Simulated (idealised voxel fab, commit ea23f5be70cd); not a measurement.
Process module, titled voxel ribs on slabs
Each square cell in cross-section cut measures 5 nm, and the section as a whole is 275 nm wide.
Cross-section format: a grid of square cells, given as bands from top to bottom; each band is one or more rows of cells. The band entry comprises the height of the band's top followed by the height of its bottom, expressed in nm, and subsequently the band's materials from left to right, each stated together with its width in nm. Where a single material is marked with the word "everywhere", that material fills the band from edge to edge. The word "air" represents empty space. The reference from which all heights are counted is 0, the level beneath which the as-received wafer is entirely one material; the lowest band, having no lower bound, proceeds downward and is written after the example "0..down". Top row gets the first number, bottom row gets the second, and each row in between changes by the same step: that is how a band width like "30 to 40" works. "no alterations made" for a step: no cell of the cross-section changed in that step. Look at "Closed void list" for the closed voids: empty spaces with no open path to the top, sized 8 cells or up. Each is width x height at distance, distance from the left edge, all nm. It should be noted that, on the line of a given step, the content following the step's settings is a remark produced by the simulator itself with respect to that step. The setting "overlay nm" may be written on the line of a step. When the step uses a mask, the value reports how far to the right of the planned place the mask lay, and a negative value reports that it lay to the left.
### The following list gives the planned process steps
step 1: RECEIVE, material Si
step 2: DIRECTIONAL_DEP, material SiO2, thk nm 30
step 3: DIRECTIONAL_DEP, material SiN, thk nm 25
step 4: PATTERN, tone cover, mask id RIB, material resist, width nm 30, thk nm 20, overlay nm 0
step 5: DIRECTIONAL_ETCH, etch materials SiN, depth nm 10
step 6: STRIP, etch materials resist
step 7: DIRECTIONAL_DEP, material aC, thk nm 10
step 8: PATTERN, tone cover, mask id SLAB, material resist, width nm 60, thk nm 30, overlay nm 0
step 9: DIRECTIONAL_ETCH, etch materials aC, depth nm 10
step 10: STRIP, etch materials resist
step 11: DIRECTIONAL_ETCH, etch materials SiN, depth nm 15
step 12: STRIP, etch materials aC
step 13: FILL_DEP, material SiO2, thk nm 20
step 14: CMP, height nm 70
step 15: DIRECTIONAL_DEP, material TiN, thk nm 10
step 16: DIRECTIONAL_DEP, material aC, thk nm 15
step 17: PATTERN, tone cover, mask id HEATER, material resist, width nm 40, thk nm 35, overlay nm -15
step 18: DIRECTIONAL_ETCH, etch materials aC, depth nm 15
step 19: STRIP, etch materials resist
step 20: DIRECTIONAL_ETCH, etch materials TiN, depth nm 10
step 21: STRIP, etch materials aC
step 22: CONFORMAL_DEP, material SiO2, thk nm 5
The value of overlay nm given for step 17 in the plan refers to the first wafer; the wafers vary in this setting and are alike at the start.
### So this is the first of several wafers, cross-sectioned as it came to us, meaning it's at the end of step 1
    0..down | Si everywhere
    Closed void list: none
### Where each wafer stands at the end of the module, a row apiece: cells of each material gained (+) or lost (-) since it was received, then closed voids
overlay nm -15; +48 SiN; +781 SiO2; +16 TiN; Closed void list: none
overlay nm -10; +48 SiN; +781 SiO2; +16 TiN; Closed void list: none
overlay nm -5; +48 SiN; +781 SiO2; +16 TiN; Closed void list: none
overlay nm 0; +48 SiN; +781 SiO2; +16 TiN; Closed void list: none
overlay nm 5; +48 SiN; +781 SiO2; +16 TiN; Closed void list: none
overlay nm 10; +48 SiN; +781 SiO2; +16 TiN; Closed void list: none
overlay nm 15; +48 SiN; +781 SiO2; +16 TiN; Closed void list: none
